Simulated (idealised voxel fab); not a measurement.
Presented below is a process module, voxel trench capacitor.
The figure presents cross-section cut, which has a width of 265 nm and is divided into square cells with an edge length of 5 nm.
For the purposes of this document, a cross-section shall be understood as a grid of square cells, specified as bands listed in top-to-bottom order, each band consisting of one or more rows of cells. Within each band entry, the heights of the top and of the bottom of the band appear first, in that order and in nm; the materials of the band then follow from left to right, each with its corresponding width in nm. The designation "everywhere" on a single material indicates that it fills the band from edge to edge; the designation "empty" indicates empty space. Heights are expressed relative to 0, this being the level below which the as-received wafer comprises one material exclusively. The lowest band is unbounded in the downward direction and is denoted as in "0 and below". The width entry "30 to 40" should be interpreted row by row: the top row of cells in the band takes the first number, the bottom row takes the second number, and the change between adjacent rows is uniform throughout. Where a step carries "no alterations made", the cross-section came out of it unchanged, cell for cell. Reported under the label "Closed void entries" are the empty spaces having no open way to the top and comprising 8 cells or more; the notation for each is width x height at distance, in which the distance is measured from the left edge and all three values are in nm. Where a step's line continues beyond its settings, the continuation is a remark by the simulator itself on that step. You can add "overlay nm" to a step's line. For a step with a mask, it describes how far the mask lay to the right of its planned position, and a negative number describes a lay to the left.

-- These are the steps we planned for the process
- 1: RECEIVE [material Si]
- 2: CONFORMAL_DEP [material SiN] [thk nm 5]
- 3: DIRECTIONAL_DEP [material aC] [thk nm 15]
- 4: PATTERN [tone open] [mask id TRENCH] [material resist] [width nm 25] [pitch nm 55] [thk nm 35] [overlay nm 0]
- 5: DIRECTIONAL_ETCH [etch materials aC] [depth nm 15]
- 6: STRIP [etch materials resist]
- 7: DIRECTIONAL_ETCH [etch materials SiN] [depth nm 5]
- 8: DIRECTIONAL_ETCH [etch materials Si] [depth nm 40]
- 9: STRIP [etch materials aC]
- 10: CONFORMAL_DEP [material HfO2] [thk nm 5]
- 11: CONFORMAL_DEP [material TiN] [thk nm 5]
- 12: FILL_DEP [material W] [thk nm 5]
- 13: CMP [height nm 5]

-- First wafer of two (run as planned)

-- Cross-section: wafer on arrival = after step 1
  0 and below = Si everywhere
  Closed void entries: none

-- State of the wafer after step 2, shown in cross-section
  5 down to 0 = SiN everywhere
  Under 0: no change, same as before.

-- State of the wafer after step 3, shown in cross-section
  20 down to 5 = aC everywhere
  Under 5: no change, same as before.

-- State of the wafer after step 4, shown in cross-section
  55 down to 20 = resist: 35 / empty: 25 / resist: 30 / empty: 25 / resist: 30 / empty: 25 / resist: 30 / empty: 25 / resist: 40
  Under 20: no change, same as before.

-- State of the wafer after step 5, shown in cross-section
  40 down to 20 = resist: 35 / empty: 25 / resist: 30 / empty: 25 / resist: 30 / empty: 25 / resist: 30 / empty: 25 / resist: 40
  20 down to 5 = aC: 35 / empty: 25 / aC: 30 / empty: 25 / aC: 30 / empty: 25 / aC: 30 / empty: 25 / aC: 40
  Under 5: no change, same as before.

-- State of the wafer after step 6, shown in cross-section
  20 down to 5 = aC: 35 / empty: 25 / aC: 30 / empty: 25 / aC: 30 / empty: 25 / aC: 30 / empty: 25 / aC: 40
  Under 5: no change, same as before.

-- State of the wafer after step 7, shown in cross-section
  20 down to 5 = aC: 35 / empty: 25 / aC: 30 / empty: 25 / aC: 30 / empty: 25 / aC: 30 / empty: 25 / aC: 40
  5 down to 0 = SiN: 35 / empty: 25 / SiN: 30 / empty: 25 / SiN: 30 / empty: 25 / SiN: 30 / empty: 25 / SiN: 40
  Under 0: no change, same as before.

-- State of the wafer after step 8, shown in cross-section
  20 down to 5 = aC: 35 / empty: 25 / aC: 30 / empty: 25 / aC: 30 / empty: 25 / aC: 30 / empty: 25 / aC: 40
  5 down to 0 = SiN: 35 / empty: 25 / SiN: 30 / empty: 25 / SiN: 30 / empty: 25 / SiN: 30 / empty: 25 / SiN: 40
  0 down to -40 = Si: 35 / empty: 25 / Si: 30 / empty: 25 / Si: 30 / empty: 25 / Si: 30 / empty: 25 / Si: 40
  Under -40: no change, same as before.

-- State of the wafer after step 9, shown in cross-section
  5 down to 0 = SiN: 35 / empty: 25 / SiN: 30 / empty: 25 / SiN: 30 / empty: 25 / SiN: 30 / empty: 25 / SiN: 40
  Under 0: no change, same as before.

-- State of the wafer after step 10, shown in cross-section
  10 down to 5 = HfO2: 40 / empty: 15 / HfO2: 40 / empty: 15 / HfO2: 40 / empty: 15 / HfO2: 40 / empty: 15 / HfO2: 45
  5 down to 0 = SiN: 35 / HfO2: 5 / empty: 15 / HfO2: 5 / SiN: 30 / HfO2: 5 / empty: 15 / HfO2: 5 / SiN: 30 / HfO2: 5 / empty: 15 / HfO2: 5 / SiN: 30 / HfO2: 5 / empty: 15 / HfO2: 5 / SiN: 40
  0 down to -35 = Si: 35 / HfO2: 5 / empty: 15 / HfO2: 5 / Si: 30 / HfO2: 5 / empty: 15 / HfO2: 5 / Si: 30 / HfO2: 5 / empty: 15 / HfO2: 5 / Si: 30 / HfO2: 5 / empty: 15 / HfO2: 5 / Si: 40
  -35 down to -40 = Si: 35 / HfO2: 25 / Si: 30 / HfO2: 25 / Si: 30 / HfO2: 25 / Si: 30 / HfO2: 25 / Si: 40
  Under -40: no change, same as before.

-- State of the wafer after step 11, shown in cross-section
  15 down to 10 = TiN: 45 / empty: 5 / TiN: 50 / empty: 5 / TiN: 50 / empty: 5 / TiN: 50 / empty: 5 / TiN: 50
  10 down to 5 = HfO2: 40 / TiN: 5 / empty: 5 / TiN: 5 / HfO2: 40 / TiN: 5 / empty: 5 / TiN: 5 / HfO2: 40 / TiN: 5 / empty: 5 / TiN: 5 / HfO2: 40 / TiN: 5 / empty: 5 / TiN: 5 / HfO2: 45
  5 down to 0 = SiN: 35 / HfO2: 5 / TiN: 5 / empty: 5 / TiN: 5 / HfO2: 5 / SiN: 30 / HfO2: 5 / TiN: 5 / empty: 5 / TiN: 5 / HfO2: 5 / SiN: 30 / HfO2: 5 / TiN: 5 / empty: 5 / TiN: 5 / HfO2: 5 / SiN: 30 / HfO2: 5 / TiN: 5 / empty: 5 / TiN: 5 / HfO2: 5 / SiN: 40
  0 down to -30 = Si: 35 / HfO2: 5 / TiN: 5 / empty: 5 / TiN: 5 / HfO2: 5 / Si: 30 / HfO2: 5 / TiN: 5 / empty: 5 / TiN: 5 / HfO2: 5 / Si: 30 / HfO2: 5 / TiN: 5 / empty: 5 / TiN: 5 / HfO2: 5 / Si: 30 / HfO2: 5 / TiN: 5 / empty: 5 / TiN: 5 / HfO2: 5 / Si: 40
  -30 down to -35 = Si: 35 / HfO2: 5 / TiN: 15 / HfO2: 5 / Si: 30 / HfO2: 5 / TiN: 15 / HfO2: 5 / Si: 30 / HfO2: 5 / TiN: 15 / HfO2: 5 / Si: 30 / HfO2: 5 / TiN: 15 / HfO2: 5 / Si: 40
  Under -35: no change, same as before.

-- State of the wafer after step 12, shown in cross-section
  20 down to 15 = W everywhere
  15 down to 10 = TiN: 45 / W: 5 / TiN: 50 / W: 5 / TiN: 50 / W: 5 / TiN: 50 / W: 5 / TiN: 50
  10 down to 5 = HfO2: 40 / TiN: 5 / W: 5 / TiN: 5 / HfO2: 40 / TiN: 5 / W: 5 / TiN: 5 / HfO2: 40 / TiN: 5 / W: 5 / TiN: 5 / HfO2: 40 / TiN: 5 / W: 5 / TiN: 5 / HfO2: 45
  5 down to 0 = SiN: 35 / HfO2: 5 / TiN: 5 / W: 5 / TiN: 5 / HfO2: 5 / SiN: 30 / HfO2: 5 / TiN: 5 / W: 5 / TiN: 5 / HfO2: 5 / SiN: 30 / HfO2: 5 / TiN: 5 / W: 5 / TiN: 5 / HfO2: 5 / SiN: 30 / HfO2: 5 / TiN: 5 / W: 5 / TiN: 5 / HfO2: 5 / SiN: 40
  0 down to -30 = Si: 35 / HfO2: 5 / TiN: 5 / W: 5 / TiN: 5 / HfO2: 5 / Si: 30 / HfO2: 5 / TiN: 5 / W: 5 / TiN: 5 / HfO2: 5 / Si: 30 / HfO2: 5 / TiN: 5 / W: 5 / TiN: 5 / HfO2: 5 / Si: 30 / HfO2: 5 / TiN: 5 / W: 5 / TiN: 5 / HfO2: 5 / Si: 40
  Under -30: no change, same as before.

-- State of the wafer after step 13, shown in cross-section
  5 down to 0 = SiN: 35 / HfO2: 5 / TiN: 5 / W: 5 / TiN: 5 / HfO2: 5 / SiN: 30 / HfO2: 5 / TiN: 5 / W: 5 / TiN: 5 / HfO2: 5 / SiN: 30 / HfO2: 5 / TiN: 5 / W: 5 / TiN: 5 / HfO2: 5 / SiN: 30 / HfO2: 5 / TiN: 5 / W: 5 / TiN: 5 / HfO2: 5 / SiN: 40
  Under 0: no change, same as before.

-- Second wafer, same starting state and plan as the first, one mistake in the run, identical through step 7

-- Second wafer at the planned finish of step 8, seen in cross-section
  20 down to 5 = aC: 35 / empty: 25 / aC: 30 / empty: 25 / aC: 30 / empty: 25 / aC: 30 / empty: 25 / aC: 40
  5 down to 0 = SiN: 35 / empty: 25 / SiN: 30 / empty: 25 / SiN: 30 / empty: 25 / SiN: 30 / empty: 25 / SiN: 40
  0 down to -35 = Si: 35 / empty: 25 / Si: 30 / empty: 25 / Si: 30 / empty: 25 / Si: 30 / empty: 25 / Si: 40
  Under -35: no change, same as before.

-- Second wafer at the planned finish of step 9, seen in cross-section
  5 down to 0 = SiN: 35 / empty: 25 / SiN: 30 / empty: 25 / SiN: 30 / empty: 25 / SiN: 30 / empty: 25 / SiN: 40
  Under 0: no change, same as before.

-- Second wafer at the planned finish of step 10, seen in cross-section
  10 down to 5 = HfO2: 40 / empty: 15 / HfO2: 40 / empty: 15 / HfO2: 40 / empty: 15 / HfO2: 40 / empty: 15 / HfO2: 45
  5 down to 0 = SiN: 35 / HfO2: 5 / empty: 15 / HfO2: 5 / SiN: 30 / HfO2: 5 / empty: 15 / HfO2: 5 / SiN: 30 / HfO2: 5 / empty: 15 / HfO2: 5 / SiN: 30 / HfO2: 5 / empty: 15 / HfO2: 5 / SiN: 40
  0 down to -30 = Si: 35 / HfO2: 5 / empty: 15 / HfO2: 5 / Si: 30 / HfO2: 5 / empty: 15 / HfO2: 5 / Si: 30 / HfO2: 5 / empty: 15 / HfO2: 5 / Si: 30 / HfO2: 5 / empty: 15 / HfO2: 5 / Si: 40
  -30 down to -35 = Si: 35 / HfO2: 25 / Si: 30 / HfO2: 25 / Si: 30 / HfO2: 25 / Si: 30 / HfO2: 25 / Si: 40
  Under -35: no change, same as before.

-- Second wafer at the planned finish of step 11, seen in cross-section
  15 down to 10 = TiN: 45 / empty: 5 / TiN: 50 / empty: 5 / TiN: 50 / empty: 5 / TiN: 50 / empty: 5 / TiN: 50
  10 down to 5 = HfO2: 40 / TiN: 5 / empty: 5 / TiN: 5 / HfO2: 40 / TiN: 5 / empty: 5 / TiN: 5 / HfO2: 40 / TiN: 5 / empty: 5 / TiN: 5 / HfO2: 40 / TiN: 5 / empty: 5 / TiN: 5 / HfO2: 45
  5 down to 0 = SiN: 35 / HfO2: 5 / TiN: 5 / empty: 5 / TiN: 5 / HfO2: 5 / SiN: 30 / HfO2: 5 / TiN: 5 / empty: 5 / TiN: 5 / HfO2: 5 / SiN: 30 / HfO2: 5 / TiN: 5 / empty: 5 / TiN: 5 / HfO2: 5 / SiN: 30 / HfO2: 5 / TiN: 5 / empty: 5 / TiN: 5 / HfO2: 5 / SiN: 40
  0 down to -25 = Si: 35 / HfO2: 5 / TiN: 5 / empty: 5 / TiN: 5 / HfO2: 5 / Si: 30 / HfO2: 5 / TiN: 5 / empty: 5 / TiN: 5 / HfO2: 5 / Si: 30 / HfO2: 5 / TiN: 5 / empty: 5 / TiN: 5 / HfO2: 5 / Si: 30 / HfO2: 5 / TiN: 5 / empty: 5 / TiN: 5 / HfO2: 5 / Si: 40
  -25 down to -30 = Si: 35 / HfO2: 5 / TiN: 15 / HfO2: 5 / Si: 30 / HfO2: 5 / TiN: 15 / HfO2: 5 / Si: 30 / HfO2: 5 / TiN: 15 / HfO2: 5 / Si: 30 / HfO2: 5 / TiN: 15 / HfO2: 5 / Si: 40
  Under -30: no change, same as before.

-- Second wafer at the planned finish of step 12, seen in cross-section
  20 down to 15 = W everywhere
  15 down to 10 = TiN: 45 / W: 5 / TiN: 50 / W: 5 / TiN: 50 / W: 5 / TiN: 50 / W: 5 / TiN: 50
  10 down to 5 = HfO2: 40 / TiN: 5 / W: 5 / TiN: 5 / HfO2: 40 / TiN: 5 / W: 5 / TiN: 5 / HfO2: 40 / TiN: 5 / W: 5 / TiN: 5 / HfO2: 40 / TiN: 5 / W: 5 / TiN: 5 / HfO2: 45
  5 down to 0 = SiN: 35 / HfO2: 5 / TiN: 5 / W: 5 / TiN: 5 / HfO2: 5 / SiN: 30 / HfO2: 5 / TiN: 5 / W: 5 / TiN: 5 / HfO2: 5 / SiN: 30 / HfO2: 5 / TiN: 5 / W: 5 / TiN: 5 / HfO2: 5 / SiN: 30 / HfO2: 5 / TiN: 5 / W: 5 / TiN: 5 / HfO2: 5 / SiN: 40
  0 down to -25 = Si: 35 / HfO2: 5 / TiN: 5 / W: 5 / TiN: 5 / HfO2: 5 / Si: 30 / HfO2: 5 / TiN: 5 / W: 5 / TiN: 5 / HfO2: 5 / Si: 30 / HfO2: 5 / TiN: 5 / W: 5 / TiN: 5 / HfO2: 5 / Si: 30 / HfO2: 5 / TiN: 5 / W: 5 / TiN: 5 / HfO2: 5 / Si: 40
  Under -25: no change, same as before.

-- Second wafer at the planned finish of step 13, seen in cross-section
  5 down to 0 = SiN: 35 / HfO2: 5 / TiN: 5 / W: 5 / TiN: 5 / HfO2: 5 / SiN: 30 / HfO2: 5 / TiN: 5 / W: 5 / TiN: 5 / HfO2: 5 / SiN: 30 / HfO2: 5 / TiN: 5 / W: 5 / TiN: 5 / HfO2: 5 / SiN: 30 / HfO2: 5 / TiN: 5 / W: 5 / TiN: 5 / HfO2: 5 / SiN: 40
  Under 0: no change, same as before.
Heads up, the wafer didn't run the way we planned it: step 8 ran as: DIRECTIONAL_ETCH [etch materials Si] [depth nm 35]
Materials where the second wafer ends with more or fewer cells than the first: -8 HfO2; +20 Si; -8 TiN; -4 W
